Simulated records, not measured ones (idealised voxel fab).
Presented below is a process module, voxel capacitor over wiring.
For reference, the cross-section in this document is cut, with width 255 nm and square cells of 5 nm.
Square cells in a grid make up a cross-section in this document, and the grid is given as bands, listed from the top down, each one or more rows of cells.
The entry gives the band's vertical extent as a top height and a bottom height in nm, then its horizontal make-up as materials from left to right, each with a width in nm. "air" stands for empty space; a single material marked "edge to edge" fills the band edge to edge.
The level at which height equals 0 is the one under which the wafer, as it arrives, is entirely one material. No lower edge exists for the bottom band, which continues downward and is notated as in "from 0 down".
The two numbers in a width such as "30->40" mark its ends across the band: the first belongs to the top row of cells, the second to the bottom row, and from each row to the next the width moves by the same amount.
For the purposes of this document, the phrase "all unchanged" attached to a step denotes that no cell within the cross-section was modified by that step.
Look at "Enclosed internal cavities" for the closed voids: empty spaces with no open path to the top, sized 8 cells or up. Each is width x height at distance, distance from the left edge, all nm.
What comes after the settings on a step's line is commentary from the simulator itself on that step.
For masked steps, "overlay nm" on the step line gives how far right of plan the mask actually lay; a minus sign means it lay to the left.

**Planned step list for the process**
1) RECEIVE,material Si
2) CONFORMAL_DEP,material SiO2,thk nm 15
3) CONFORMAL_DEP,material SiN,thk nm 5
4) DIRECTIONAL_DEP,material lowk,thk nm 15
5) PATTERN,tone open,mask id METAL_1,material resist,width nm 30,pitch nm 90,thk nm 15,overlay nm 0
6) DIRECTIONAL_ETCH,etch materials lowk,depth nm 15
7) DIRECTIONAL_ETCH,etch materials SiN,depth nm 5
8) STRIP,etch materials resist
9) CONFORMAL_DEP,material TiN,thk nm 5
10) FILL_DEP,material Ru,thk nm 10
11) CMP,height nm 35
12) CONFORMAL_DEP,material SiCN,thk nm 5
13) DIRECTIONAL_DEP,material lowk,thk nm 10
14) MASKED_ETCH,tone open,mask id PLUG_1,width nm 15,etch materials lowk,depth nm 10,overlay nm 0
15) MASKED_ETCH,tone open,mask id PLUG_1,width nm 15,etch materials SiCN,depth nm 5,overlay nm 0
16) CONFORMAL_DEP,material TiN,thk nm 5
17) FILL_DEP,material Ru,thk nm 5
18) CMP,height nm 50
19) DIRECTIONAL_DEP,material TiN,thk nm 5
20) DIRECTIONAL_DEP,material HfO2,thk nm 5
21) DIRECTIONAL_DEP,material TiN,thk nm 5
22) PATTERN,tone cover,mask id UPPER_PLATE,material resist,width nm 65,thk nm 15,overlay nm 0
23) DIRECTIONAL_ETCH,etch materials TiN,depth nm 5
24) DIRECTIONAL_ETCH,etch materials HfO2,depth nm 5
25) STRIP,etch materials resist
26) MASKED_ETCH,tone cover,mask id LOWER_PLATE,width nm 75,etch materials TiN,depth nm 5,overlay nm -15
27) FILL_DEP,material SiO2,thk nm 15
28) CMP,height nm 75
29) PATTERN,tone open,mask id PLUG_2,material resist,width nm 15,thk nm 15,overlay nm 0
30) DIRECTIONAL_ETCH,etch materials SiO2,depth nm 10
31) STRIP,etch materials resist
32) CONFORMAL_DEP,material TiN,thk nm 5
33) FILL_DEP,material Cu,thk nm 5
34) CMP,height nm 75
35) CONFORMAL_DEP,material SiCN,thk nm 5
Split variable: overlay nm, step 26. Plan value = first wafer. Wafers start alike.

**The first of several wafers as received, shown in cross-section; this is its state after step 1**
- from 0 down = Si edge to edge
- Enclosed internal cavities: none

**first wafer at the end, after step 35**
- from 80 to 75 = SiCN edge to edge
- from 75 to 70 = SiO2 90 nm, then TiN 5 nm, then Cu 5 nm, then TiN 5 nm, then SiO2 150 nm
- from 70 to 60 = SiO2 90->80 nm, then TiN 15->55 nm, then SiO2 150->120 nm
- from 60 to 55 = SiO2 80 nm, then HfO2 65 nm, then SiO2 110 nm
- from 55 to 50 = SiO2 60 nm, then TiN 85 nm, then SiO2 110 nm
- from 50 to 40 = lowk 80 nm, then TiN 5 nm, then Ru 5 nm, then TiN 5 nm, then lowk 160 nm
- from 40 to 35 = SiCN 80 nm, then TiN 15 nm, then SiCN 160 nm
- from 35 to 20 = lowk 65 nm, then TiN 5 nm, then Ru 20 nm, then TiN 5 nm, then lowk 60 nm, then TiN 5 nm, then Ru 20 nm, then TiN 5 nm, then lowk 70 nm
- from 20 to 15 = SiN 65 nm, then TiN 30 nm, then SiN 60 nm, then TiN 30 nm, then SiN 70 nm
- from 15 to 0 = SiO2 edge to edge
- from 0 down = Si edge to edge
- Enclosed internal cavities: none

**End of module, last wafer sectioned**
- from 80 to 75 = SiCN edge to edge
- from 75 to 70 = SiO2 90 nm, then TiN 5 nm, then Cu 5 nm, then TiN 5 nm, then SiO2 150 nm
- from 70 to 60 = SiO2 90 nm, then TiN 15->55 nm, then SiO2 150->110 nm
- from 60 to 55 = SiO2 80 nm, then HfO2 65 nm, then SiO2 110 nm
- from 55 to 50 = SiO2 80 nm, then TiN 85 nm, then SiO2 90 nm
- from 50 to 40 = lowk 80 nm, then TiN 5 nm, then Ru 5 nm, then TiN 5 nm, then lowk 160 nm
- from 40 to 35 = SiCN 80 nm, then TiN 15 nm, then SiCN 160 nm
- from 35 to 20 = lowk 65 nm, then TiN 5 nm, then Ru 20 nm, then TiN 5 nm, then lowk 60 nm, then TiN 5 nm, then Ru 20 nm, then TiN 5 nm, then lowk 70 nm
- from 20 to 15 = SiN 65 nm, then TiN 30 nm, then SiN 60 nm, then TiN 30 nm, then SiN 70 nm
- from 15 to 0 = SiO2 edge to edge
- from 0 down = Si edge to edge
- Enclosed internal cavities: none

**Take any row and you have a wafer at the end of the module: how many cells of each material it has gained (+) or lost (-) since it was received, and then its closed voids**
overlay nm -15; +1 Cu; +13 HfO2; +26 Ru; +99 SiCN; +39 SiN; +361 SiO2; +64 TiN; +213 lowk; Enclosed internal cavities: none
overlay nm -10; +1 Cu; +13 HfO2; +26 Ru; +99 SiCN; +39 SiN; +361 SiO2; +64 TiN; +213 lowk; Enclosed internal cavities: none
overlay nm -5; +1 Cu; +13 HfO2; +26 Ru; +99 SiCN; +39 SiN; +361 SiO2; +64 TiN; +213 lowk; Enclosed internal cavities: none
overlay nm 0; +1 Cu; +13 HfO2; +26 Ru; +99 SiCN; +39 SiN; +361 SiO2; +64 TiN; +213 lowk; Enclosed internal cavities: none
overlay nm 5; +1 Cu; +13 HfO2; +26 Ru; +99 SiCN; +39 SiN; +361 SiO2; +64 TiN; +213 lowk; Enclosed internal cavities: none
overlay nm 10; +1 Cu; +13 HfO2; +26 Ru; +99 SiCN; +39 SiN; +361 SiO2; +64 TiN; +213 lowk; Enclosed internal cavities: none
overlay nm 15; +1 Cu; +13 HfO2; +26 Ru; +99 SiCN; +39 SiN; +361 SiO2; +64 TiN; +213 lowk; Enclosed internal cavities: none
